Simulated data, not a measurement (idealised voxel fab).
voxel quadruple lines: a process module
It is cross-section cut that appears here, measuring 300 nm in width, its square cells being 5 nm in size.
We lay out every cross-section as a grid of square cells and spell it out in bands from the top down, where one band means one or more rows of cells. Read a band's entry like this: the first values are the height of its top and the height of its bottom in nm, and what follows is the sequence of materials from left to right, each with its width in nm. Note that "air" is empty space, and that a single material marked "throughout" reaches across the band from edge to edge. Zero point of the height axis is 0; under it, received wafer = one material. Lowest band: continues down indefinitely, "0 down". With a width like "30 to 40", each row of cells in the band differs from the next by the same amount, the top row carrying the first number and the bottom row the second. A step reported as "nothing was modified" is a step in which no cell of the cross-section changed. In the "Tabulated closed voids" entry, you get each enclosed empty space of 8 cells or more, one with no open way to the top, written width x height at distance, distance from the left edge, in nm. Text after the settings on a step's line: the simulator's own remark on that step. What "overlay nm" on a step's line means: if the step has a mask, that mask lay this far to the right of its planned place, or, when the value is negative, to the left.

HERE'S WHAT THE PLANNED PROCESS STEPS LOOK LIKE
- 1: RECEIVE [material Si]
- 2: CONFORMAL_DEP [material Al2O3] [thk nm 5]
- 3: DIRECTIONAL_DEP [material W] [thk nm 10]
- 4: DIRECTIONAL_DEP [material polySi] [thk nm 15]
- 5: DIRECTIONAL_DEP [material aC] [thk nm 25]
- 6: PATTERN [tone cover] [mask id MANDREL] [material resist] [width nm 35] [thk nm 35] [overlay nm 0]
- 7: DIRECTIONAL_ETCH [etch materials aC] [depth nm 25]
- 8: STRIP [etch materials resist]
- 9: CONFORMAL_DEP [material SiO2] [thk nm 15]
- 10: DIRECTIONAL_ETCH [etch materials SiO2] [depth nm 15]
- 11: STRIP [etch materials aC]
- 12: DIRECTIONAL_ETCH [etch materials polySi] [depth nm 15]
- 13: STRIP [etch materials SiO2]
- 14: CONFORMAL_DEP [material SiN] [thk nm 10]
- 15: DIRECTIONAL_ETCH [etch materials SiN] [depth nm 10]
- 16: STRIP [etch materials polySi]
- 17: DIRECTIONAL_ETCH [etch materials W] [depth nm 10]
- 18: STRIP [etch materials SiN]

ACCOUNT OF THE FIRST OF TWO WAFERS, WHICH WAS PROCESSED AS INTENDED

AS RECEIVED, AFTER STEP 1
- 0 down  Si throughout
- Tabulated closed voids: none

CROSS-SECTION OF THE WAFER AFTER STEP 2
- 5 to 0  Al2O3 throughout
- Below a height of 0, the structure has not been altered.

CROSS-SECTION OF THE WAFER AFTER STEP 3
- 15 to 5  W throughout
- Below a height of 5, the structure has not been altered.

CROSS-SECTION OF THE WAFER AFTER STEP 4
- 30 to 15  polySi throughout
- Below a height of 15, the structure has not been altered.

CROSS-SECTION OF THE WAFER AFTER STEP 5
- 55 to 30  aC throughout
- Below a height of 30, the structure has not been altered.

CROSS-SECTION OF THE WAFER AFTER STEP 6
- 90 to 55  air 130; resist 35; air 135
- Below a height of 55, the structure has not been altered.

CROSS-SECTION OF THE WAFER AFTER STEP 7
- 65 to 55  air 130; resist 35; air 135
- 55 to 30  air 130; aC 35; air 135
- Below a height of 30, the structure has not been altered.

CROSS-SECTION OF THE WAFER AFTER STEP 8
- 55 to 30  air 130; aC 35; air 135
- Below a height of 30, the structure has not been altered.

CROSS-SECTION OF THE WAFER AFTER STEP 9
- 70 to 55  air 115; SiO2 65; air 120
- 55 to 45  air 115; SiO2 15; aC 35; SiO2 15; air 120
- 45 to 30  SiO2 130; aC 35; SiO2 135
- Below a height of 30, the structure has not been altered.

CROSS-SECTION OF THE WAFER AFTER STEP 10
- 55 to 30  air 115; SiO2 15; aC 35; SiO2 15; air 120
- Below a height of 30, the structure has not been altered.

CROSS-SECTION OF THE WAFER AFTER STEP 11
- 55 to 30  air 115; SiO2 15; air 35; SiO2 15; air 120
- Below a height of 30, the structure has not been altered.

CROSS-SECTION OF THE WAFER AFTER STEP 12
- 55 to 30  air 115; SiO2 15; air 35; SiO2 15; air 120
- 30 to 15  air 115; polySi 15; air 35; polySi 15; air 120
- Below a height of 15, the structure has not been altered.

CROSS-SECTION OF THE WAFER AFTER STEP 13
- 30 to 15  air 115; polySi 15; air 35; polySi 15; air 120
- Below a height of 15, the structure has not been altered.

CROSS-SECTION OF THE WAFER AFTER STEP 14
- 40 to 30  air 105; SiN 35; air 15; SiN 35; air 110
- 30 to 25  air 105; SiN 10; polySi 15; SiN 10; air 15; SiN 10; polySi 15; SiN 10; air 110
- 25 to 15  SiN 115; polySi 15; SiN 35; polySi 15; SiN 120
- Below a height of 15, the structure has not been altered.

CROSS-SECTION OF THE WAFER AFTER STEP 15
- 30 to 15  air 105; SiN 10; polySi 15; SiN 10; air 15; SiN 10; polySi 15; SiN 10; air 110
- Below a height of 15, the structure has not been altered.

CROSS-SECTION OF THE WAFER AFTER STEP 16
- 30 to 15  air 105; SiN 10; air 15; SiN 10; air 15; SiN 10; air 15; SiN 10; air 110
- Below a height of 15, the structure has not been altered.

CROSS-SECTION OF THE WAFER AFTER STEP 17
- 30 to 15  air 105; SiN 10; air 15; SiN 10; air 15; SiN 10; air 15; SiN 10; air 110
- 15 to 5  air 105; W 10; air 15; W 10; air 15; W 10; air 15; W 10; air 110
- Below a height of 5, the structure has not been altered.

CROSS-SECTION OF THE WAFER AFTER STEP 18
- 15 to 5  air 105; W 10; air 15; W 10; air 15; W 10; air 15; W 10; air 110
- Below a height of 5, the structure has not been altered.

THE REMAINING WAFER, SECOND OF THE TWO, STARTED LIKE THE FIRST AND WAS RUN TO THE SAME PLAN, EXCEPT THAT ONE MISTAKE WAS MADE ALONG THE WAY; THE TWO COINCIDE THROUGH STEP 15, INCLUSIVE

CROSS-SECTION, SECOND WAFER, AT THE END TIME THE PLAN GIVES FOR STEP 16
- 30 to 15  air 115; polySi 15; air 35; polySi 15; air 120
- Below a height of 15, the structure has not been altered.

CROSS-SECTION, SECOND WAFER, AT THE END TIME THE PLAN GIVES FOR STEP 17
- 30 to 15  air 115; polySi 15; air 35; polySi 15; air 120
- 15 to 5  air 115; W 15; air 35; W 15; air 120
- Below a height of 5, the structure has not been altered.

Cross-section, second wafer, at the end time the plan gives for step 18: nothing was modified
In executing the process, a mistake was made relative to the plan: so step 16 ended up running with a different setting than we planned, it ran as STRIP [etch materials SiN]
FYI, end of process, the second wafer has more or fewer cells of some materials than the first: 4 fewer of W; 18 more of polySi
